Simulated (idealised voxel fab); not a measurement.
process module | voxel spacer lines
cross-section cut | 205 nm wide | cells 5 nm
A cross-section is a grid of square cells, given in bands from the top down. A band is one or more rows of cells.
Each band's line starts with the height of the band's top and of its bottom, in nm. Then come its materials from left to right, each with its width in nm. One material with "throughout" fills the band from edge to edge. "air" is empty space.
Height 0 is the level under which the wafer as received is all one material. The lowest band goes on downwards, as in "0 down".
A width such as "30 to 40" changes by the same amount from each row of cells to the next, from the band's top row to its bottom row.
"no change" after a step means that no cell of the cross-section changed.
closed voids: empty space of 8 cells or more with no open way to the top, each as width x height at its distance from the left edge, in nm
after a step's settings: what the simulator itself notes on the step
overlay nm, on a step with a mask: how far to the right of its planned place the mask lay; to the left if negative
plan
1 op RECEIVE | material Si
2 op CONFORMAL_DEP | material Al2O3 | thk nm 5
3 op DIRECTIONAL_DEP | material polySi | thk nm 20
4 op DIRECTIONAL_DEP | material aC | thk nm 20
5 op PATTERN | tone cover | mask id MANDREL | material resist | width nm 25 | pitch nm 70 | thk nm 30 | overlay nm 0
6 op DIRECTIONAL_ETCH | etch materials aC | depth nm 20
7 op STRIP | etch materials resist
8 op CONFORMAL_DEP | material SiN | thk nm 10
9 op DIRECTIONAL_ETCH | etch materials SiN | depth nm 10
10 op STRIP | etch materials aC
11 op DIRECTIONAL_ETCH | etch materials polySi | depth nm 20
12 op STRIP | etch materials SiN
13 op FILL_DEP | material SiO2 | thk nm 10
14 op CMP | height nm 25
as received, after step 1
  0 down: Si throughout
  closed voids: none
first wafer at the end, as planned
  25 to 5: SiO2 45 | polySi 10 | SiO2 25 | polySi 10 | SiO2 25 | polySi 10 | SiO2 25 | polySi 10 | SiO2 45
  5 to 0: Al2O3 throughout
  0 down: Si throughout
  closed voids: none
second wafer at the end: like start, like plan, one mistake
  25 to 5: SiO2 45 | polySi 10 | SiO2 25 | polySi 10 | SiO2 25 | polySi 10 | SiO2 25 | polySi 10 | SiO2 45
  5 to 0: SiO2 throughout
  0 down: Si throughout
  closed voids: none
what went wrong: step 2 ran as: op CONFORMAL_DEP | material SiO2 | thk nm 5
at the end the second wafer has, in cells: 41 fewer of Al2O3 | 41 more of SiO2
